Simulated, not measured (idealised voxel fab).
process module | voxel self aligned contacts
170 nm wide, 5 nm square cells: that's cross-section cut.
Think of the cross-section as a grid of square cells. We describe it in bands, top to bottom, and each band covers one or more rows of those cells. A band entry consists of two parts. The first gives the height of the band's top and the height of its bottom, in nm. The rest lists the band's materials from left to right, each with its width in nm. A single material labelled with the word "everywhere" fills the band from edge to edge, and the word "blank" marks empty space. A quick word on heights: they are counted from 0, and under that level the wafer as it came to us is one material throughout. The lowest band is different from the rest in having no bottom; it simply continues downward, written as in "from 0 down". Note: "30..40" means the width goes from the first number (top row of the band) to the second number (bottom row) in equal steps per row of cells. A step reported as "remained the same" is a step in which no cell of the cross-section changed. Entry "Closed cavities" = empty spaces >= 8 cells with no open way to the top; each as width x height at distance, distance from left edge, all nm. Past the settings on a step's line: simulator remark, on that step. What "overlay nm" on a step's line means: if the step has a mask, that mask lay this far to the right of its planned place, or, when the value is negative, to the left.
### plan
step 1: RECEIVE (material Si)
step 2: OXIDIZE (depth nm 5)
step 3: DIRECTIONAL_DEP (material polySi; thk nm 30)
step 4: DIRECTIONAL_DEP (material SiN; thk nm 20)
step 5: DIRECTIONAL_DEP (material aC; thk nm 15)
step 6: PATTERN (tone cover; mask id GATE; material resist; width nm 35; pitch nm 60; thk nm 35; overlay nm -15)
step 7: DIRECTIONAL_ETCH (etch materials aC; depth nm 15)
step 8: STRIP (etch materials resist)
step 9: DIRECTIONAL_ETCH (etch materials SiN; depth nm 20)
step 10: DIRECTIONAL_ETCH (etch materials polySi; depth nm 30)
step 11: STRIP (etch materials aC)
step 12: CONFORMAL_DEP (material SiN; thk nm 5)
step 13: DIRECTIONAL_ETCH (etch materials SiN; depth nm 5)
step 14: FILL_DEP (material SiO2; thk nm 10)
step 15: CMP (height nm 55)
step 16: MASKED_ETCH (tone open; mask id CONTACT; width nm 45; etch materials SiO2; depth nm 60; overlay nm 0)
step 17: CONFORMAL_DEP (material TiN; thk nm 5)
step 18: FILL_DEP (material W; thk nm 10)
step 19: CMP (height nm 55)
step 20: CONFORMAL_DEP (material SiN; thk nm 5)
Keep in mind the plan's value for the overlay nm of step 6 comes from the first wafer; the wafers don't share that setting, but they do share the same starting point.
### first wafer as received, after step 1
- from 0 down  Si everywhere
- Closed cavities: none
### Wafer rows, end of module: cells per material gained (+) or lost (-) since receipt; closed voids last
overlay nm -15; -34 Si; +130 SiN; +186 SiO2; +31 TiN; +11 W; +84 polySi; Closed cavities: none
overlay nm -10; -34 Si; +130 SiN; +186 SiO2; +31 TiN; +11 W; +84 polySi; Closed cavities: none
overlay nm -5; -34 Si; +130 SiN; +186 SiO2; +31 TiN; +11 W; +84 polySi; Closed cavities: none
overlay nm 0; -34 Si; +130 SiN; +186 SiO2; +31 TiN; +11 W; +84 polySi; Closed cavities: none
overlay nm 5; -34 Si; +130 SiN; +186 SiO2; +31 TiN; +11 W; +84 polySi; Closed cavities: none
overlay nm 10; -34 Si; +130 SiN; +186 SiO2; +31 TiN; +11 W; +84 polySi; Closed cavities: none
overlay nm 15; -34 Si; +130 SiN; +186 SiO2; +31 TiN; +11 W; +84 polySi; Closed cavities: none
